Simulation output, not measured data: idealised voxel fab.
process module | voxel ribs on slabs
The figure presents cross-section cut, which has a width of 175 nm and is divided into square cells with an edge length of 5 nm.
Cross-sections here: square-cell grids, written as top-down lists of bands, a band being one or more rows of cells. In this notation a band is specified by the heights of its top and bottom, in that order and in nm, after which its materials appear from left to right, each paired with its width in nm. The word "throughout" attached to a single material means that material fills the band from edge to edge; the word "air" stands for empty space. Height 0 is the level under which the wafer as received is all one material. The lowest band goes on downwards, as in "0..down". Per-row width for "30->40": begins at first number (top row of band), ends at second number (bottom row), increment between rows held constant. Step marked "identical to before"? Then no cell in the cross-section changed in it. Under "Sealed void list" you'll find the enclosed gaps, the ones with no way out to the top, that are 8 cells or bigger; each reads width x height at distance, with distance counted from the left edge, everything in nm. It should be noted that, on the line of a given step, the content following the step's settings is a remark produced by the simulator itself with respect to that step. A step's line can hold "overlay nm"; with a mask on that step, the setting says how far right of the planned place the mask lay, while a negative setting says it lay to the left.

### Steps in the process plan
1: RECEIVE with material Si
2: DIRECTIONAL_DEP with material SiO2, thk nm 25
3: DIRECTIONAL_DEP with material SiN, thk nm 15
4: MASKED_ETCH with tone cover, mask id RIB, width nm 30, etch materials SiN, depth nm 10, overlay nm 0
5: DIRECTIONAL_DEP with material aC, thk nm 10
6: PATTERN with tone cover, mask id SLAB, material resist, width nm 60, thk nm 30, overlay nm 0
7: DIRECTIONAL_ETCH with etch materials aC, depth nm 10
8: STRIP with etch materials resist
9: DIRECTIONAL_ETCH with etch materials SiN, depth nm 5
10: STRIP with etch materials aC
11: FILL_DEP with material SiO2, thk nm 20
12: CMP with height nm 55
13: DIRECTIONAL_DEP with material TiN, thk nm 10
14: MASKED_ETCH with tone cover, mask id HEATER, width nm 40, etch materials TiN, depth nm 10, overlay nm 0
15: CONFORMAL_DEP with material SiN, thk nm 10

### Wafer, first of two, run as planned

### Cross-section, incoming material, after step 1
* 0..down  Si throughout
* Sealed void list: none

### The following cross-section depicts the wafer upon completion of step 2
* 25..0  SiO2 throughout
* Everything below 0 is unchanged.

### The following cross-section depicts the wafer upon completion of step 3
* 40..25  SiN throughout
* Everything below 25 is unchanged.

### The following cross-section depicts the wafer upon completion of step 4
* 40..30  70 air / 30 SiN / 75 air
* Everything below 30 is unchanged.

### The following cross-section depicts the wafer upon completion of step 5
* 50..40  70 air / 30 aC / 75 air
* 40..30  70 aC / 30 SiN / 75 aC
* Everything below 30 is unchanged.

### The following cross-section depicts the wafer upon completion of step 6
* 80..50  55 air / 60 resist / 60 air
* 50..40  55 air / 15 resist / 30 aC / 15 resist / 60 air
* Everything below 40 is unchanged.

### The following cross-section depicts the wafer upon completion of step 7
* 70..50  55 air / 60 resist / 60 air
* 50..40  55 air / 15 resist / 30 aC / 15 resist / 60 air
* 40..30  55 air / 15 aC / 30 SiN / 15 aC / 60 air
* Everything below 30 is unchanged.

### The following cross-section depicts the wafer upon completion of step 8
* 50..40  70 air / 30 aC / 75 air
* Everything below 40 is unchanged.

### The following cross-section depicts the wafer upon completion of step 9
* 50..40  70 air / 30 aC / 75 air
* 40..30  55 air / 15 aC / 30 SiN / 15 aC / 60 air
* 30..25  55 air / 60 SiN / 60 air
* Everything below 25 is unchanged.

### The following cross-section depicts the wafer upon completion of step 10
* 40..30  70 air / 30 SiN / 75 air
* Everything below 30 is unchanged.

### The following cross-section depicts the wafer upon completion of step 11
* 60..40  SiO2 throughout
* 40..30  70 SiO2 / 30 SiN / 75 SiO2
* 30..25  55 SiO2 / 60 SiN / 60 SiO2
* Everything below 25 is unchanged.

### The following cross-section depicts the wafer upon completion of step 12
* 55..40  SiO2 throughout
* Everything below 40 is unchanged.

### The following cross-section depicts the wafer upon completion of step 13
* 65..55  TiN throughout
* Everything below 55 is unchanged.

### The following cross-section depicts the wafer upon completion of step 14
* 65..55  65 air / 40 TiN / 70 air
* Everything below 55 is unchanged.

### The following cross-section depicts the wafer upon completion of step 15
* 75..65  55 air / 60 SiN / 60 air
* 65..55  65 SiN / 40 TiN / 70 SiN
* Everything below 55 is unchanged.

### Regarding the second of the two wafers: it shared the first wafer's starting condition and process plan, yet one error occurred during its execution. Its history coincides with that of the first wafer up to and including step 13

### Cross-section of the second wafer at the time step 14 of the plan should have ended
* 65..55  70 air / 40 TiN / 65 air
* Everything below 55 is unchanged.

### Cross-section of the second wafer at the time step 15 of the plan should have ended
* 75..65  60 air / 60 SiN / 55 air
* 65..55  70 SiN / 40 TiN / 65 SiN
* Everything below 55 is unchanged.
Want to know what went wrong? step 14 ran with different settings than intended, the actual operation and settings being MASKED_ETCH with tone cover, mask id HEATER, width nm 40, etch materials TiN, depth nm 10, overlay nm 5
Tallied in cells, the final second wafer holds each material in the same quantity as the first, although not at the same places.
